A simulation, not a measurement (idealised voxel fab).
process module | voxel tone inversion
cross-section cut | 285 nm wide | cells 5 nm
A cross-section is a grid of square cells, given in bands from the top down. A band is one or more rows of cells.
Each band's line starts with the height of the band's top and of its bottom, in nm. Then come its materials from left to right, each with its width in nm. One material with "throughout" fills the band from edge to edge. "air" is empty space.
Height 0 is the level under which the wafer as received is all one material. The lowest band goes on downwards, as in "0 down".
A width such as "30 to 40" changes by the same amount from each row of cells to the next, from the band's top row to its bottom row.
"no change" after a step means that no cell of the cross-section changed.
closed voids: empty space of 8 cells or more with no open way to the top, each as width x height at its distance from the left edge, in nm
after a step's settings: what the simulator itself notes on the step
overlay nm, on a step with a mask: how far to the right of its planned place the mask lay; to the left if negative
plan
1 op RECEIVE | material Si
2 op CONFORMAL_DEP | material SiN | thk nm 5
3 op DIRECTIONAL_DEP | material aC | thk nm 20
4 op PATTERN | tone cover | mask id POSTS | material resist | width nm 15 | pitch nm 45 | thk nm 30 | overlay nm 0
5 op DIRECTIONAL_ETCH | etch materials aC | depth nm 20
6 op STRIP | etch materials resist
7 op FILL_DEP | material lowk | thk nm 10
8 op CMP | height nm 25
9 op STRIP | etch materials aC
as received, after step 1
  0 down: Si throughout
  closed voids: none
first wafer at the end, as planned
  25 to 5: lowk 110 | air 15 | lowk 30 | air 15 | lowk 115
  5 to 0: SiN throughout
  0 down: Si throughout
  closed voids: none
second wafer at the end: like start, like plan, one mistake
  25 to 20: SiN throughout
  20 to 0: aC throughout
  0 down: Si throughout
  closed voids: none
what went wrong: steps 2 and 3 were swapped
at the end the second wafer has, in cells: 228 more of aC | 204 fewer of lowk
